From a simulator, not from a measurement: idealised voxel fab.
process module | voxel self aligned contacts
cross-section cut | 210 nm wide | cells 5 nm
A cross-section is a grid of square cells, given in bands from the top down. A band is one or more rows of cells.
Each band's line starts with the height of the band's top and of its bottom, in nm. Then come its materials from left to right, each with its width in nm. One material with "throughout" fills the band from edge to edge. "air" is empty space.
Height 0 is the level under which the wafer as received is all one material. The lowest band goes on downwards, as in "0 down".
A width such as "30 to 40" changes by the same amount from each row of cells to the next, from the band's top row to its bottom row.
"no change" after a step means that no cell of the cross-section changed.
closed voids: empty space of 8 cells or more with no open way to the top, each as width x height at its distance from the left edge, in nm
after a step's settings: what the simulator itself notes on the step
overlay nm, on a step with a mask: how far to the right of its planned place the mask lay; to the left if negative
plan
1 op RECEIVE | material Si
2 op CONFORMAL_DEP | material SiO2 | thk nm 5
3 op DIRECTIONAL_DEP | material polySi | thk nm 20
4 op DIRECTIONAL_DEP | material SiN | thk nm 15
5 op DIRECTIONAL_DEP | material aC | thk nm 10
6 op PATTERN | tone cover | mask id GATE | material resist | width nm 35 | pitch nm 60 | thk nm 25 | overlay nm 0
7 op DIRECTIONAL_ETCH | etch materials aC | depth nm 10
8 op STRIP | etch materials resist
9 op DIRECTIONAL_ETCH | etch materials SiN | depth nm 15
10 op DIRECTIONAL_ETCH | etch materials polySi | depth nm 20
11 op STRIP | etch materials aC
12 op CONFORMAL_DEP | material SiN | thk nm 5
13 op DIRECTIONAL_ETCH | etch materials SiN | depth nm 5
14 op FILL_DEP | material SiO2 | thk nm 10
15 op CMP | height nm 45
16 op PATTERN | tone open | mask id CONTACT | material resist | width nm 35 | thk nm 15 | overlay nm 0
17 op DIRECTIONAL_ETCH | etch materials SiO2 | depth nm 45
18 op STRIP | etch materials resist
19 op CONFORMAL_DEP | material TiN | thk nm 5
20 op FILL_DEP | material W | thk nm 10
21 op CMP | height nm 45
22 op CONFORMAL_DEP | material SiCN | thk nm 5
as received, after step 1
  0 down: Si throughout
  closed voids: none
a wafer at the end: this start, this plan, one mistake
  50 to 45: SiCN throughout
  45 to 30: SiO2 50 | SiN 45 | TiN 5 | W 5 | TiN 5 | SiN 45 | SiO2 55
  30 to 15: SiO2 50 | SiN 5 | polySi 35 | SiN 5 | TiN 5 | W 5 | TiN 5 | SiN 5 | polySi 35 | SiN 5 | SiO2 55
  15 to 10: SiO2 50 | SiN 5 | polySi 35 | SiN 5 | TiN 15 | SiN 5 | polySi 35 | SiN 5 | SiO2 55
  10 to 5: polySi throughout
  5 to 0: SiO2 throughout
  0 down: Si throughout
  closed voids: none
what went wrong: step 3 ran as: op DIRECTIONAL_DEP | material polySi | thk nm 25
